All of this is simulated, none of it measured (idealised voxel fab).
The document below concerns the process module designated voxel capacitor over wiring.
Section shown: cut. Width: 165 nm. Cell size: 5 nm, square.
Cross-section layout: square cells on a grid; listed as bands, top to bottom; a band spans one or more cell rows.
Each band's line starts with the height of the band's top and of its bottom, in nm. Then come its materials from left to right, each with its width in nm. One material with "all across" fills the band from edge to edge. "air" is empty space.
Heads up on the height convention: 0 is the point under which the incoming wafer is all one material, and the lowest band has no bottom, it just keeps going down, like "0..down".
Read "30 to 40" as a graded width: first number on top, second number at the bottom, same change between each pair of neighbouring rows.
"left unchanged" means the step left every cell of the cross-section as it was.
Enclosed voids (no open way to top), threshold 8 cells or more, entry "Sealed void list", notation width x height at distance, distance from left edge, nm.
Note: text after step settings on the step line = simulator remark on that step.
overlay nm: mask offset rightward from planned place, masked step; negative means leftward offset.
# Planned process steps
- 1: op RECEIVE | material Si
- 2: op CONFORMAL_DEP | material SiO2 | thk nm 15
- 3: op CONFORMAL_DEP | material SiN | thk nm 5
- 4: op DIRECTIONAL_DEP | material lowk | thk nm 20
- 5: op PATTERN | tone open | mask id METAL_1 | material resist | width nm 25 | pitch nm 90 | thk nm 15 | overlay nm -10
- 6: op DIRECTIONAL_ETCH | etch materials lowk | depth nm 20
- 7: op DIRECTIONAL_ETCH | etch materials SiN | depth nm 5
- 8: op STRIP | etch materials resist
- 9: op CONFORMAL_DEP | material TiN | thk nm 5
- 10: op FILL_DEP | material W | thk nm 10
- 11: op CMP | height nm 40
- 12: op CONFORMAL_DEP | material SiCN | thk nm 5
- 13: op DIRECTIONAL_DEP | material SiO2 | thk nm 15
- 14: op MASKED_ETCH | tone open | mask id PLUG_1 | width nm 15 | etch materials SiO2 | depth nm 15 | overlay nm 0
- 15: op MASKED_ETCH | tone open | mask id PLUG_1 | width nm 15 | etch materials SiCN | depth nm 5 | overlay nm 0
- 16: op EPI | material Ru | thk nm 10
- 17: op EPI | material Ru | thk nm 10
- 18: op DIRECTIONAL_DEP | material TiN | thk nm 10
- 19: op DIRECTIONAL_DEP | material SiN | thk nm 5
- 20: op DIRECTIONAL_DEP | material TiN | thk nm 10
- 21: op PATTERN | tone cover | mask id UPPER_PLATE | material resist | width nm 70 | thk nm 20 | overlay nm 0
- 22: op DIRECTIONAL_ETCH | etch materials TiN | depth nm 10
- 23: op DIRECTIONAL_ETCH | etch materials SiN | depth nm 5
- 24: op STRIP | etch materials resist
- 25: op MASKED_ETCH | tone cover | mask id LOWER_PLATE | width nm 80 | etch materials TiN | depth nm 10 | overlay nm 0
- 26: op FILL_DEP | material SiO2 | thk nm 20
- 27: op CMP | height nm 100
- 28: op DIRECTIONAL_DEP | material aC | thk nm 15
- 29: op PATTERN | tone open | mask id PLUG_2 | material resist | width nm 15 | thk nm 35 | overlay nm 0
- 30: op DIRECTIONAL_ETCH | etch materials aC | depth nm 15
- 31: op STRIP | etch materials resist
- 32: op DIRECTIONAL_ETCH | etch materials SiO2 | depth nm 15
- 33: op STRIP | etch materials aC
- 34: op CONFORMAL_DEP | material TiN | thk nm 5
- 35: op FILL_DEP | material Ru | thk nm 10
- 36: op CMP | height nm 100
- 37: op CONFORMAL_DEP | material SiCN | thk nm 5
The plan shows the overlay nm of step 5 as the first wafer had it; this setting differs between the wafers, which start out alike.
# As-received state after step 1, first of several wafers, cross-section
- 0..down | Si all across
- Sealed void list: none
# The rows of the table below are wafers. Looking at the end of the module, a row counts, for every material, the cells the wafer has gained, shown as (+), or lost, shown as (-), since it was received; its closed voids come next
overlay nm -10, +14 Ru, +63 SiCN, +37 SiN, +370 SiO2, +93 TiN, +24 W, +92 lowk, Sealed void list: none
overlay nm -5, +14 Ru, +63 SiCN, +37 SiN, +370 SiO2, +93 TiN, +24 W, +92 lowk, Sealed void list: none
overlay nm 0, +14 Ru, +63 SiCN, +37 SiN, +370 SiO2, +93 TiN, +24 W, +92 lowk, Sealed void list: none
overlay nm 5, +14 Ru, +63 SiCN, +37 SiN, +370 SiO2, +93 TiN, +24 W, +92 lowk, Sealed void list: none
overlay nm 10, +14 Ru, +63 SiCN, +37 SiN, +370 SiO2, +93 TiN, +24 W, +92 lowk, Sealed void list: none
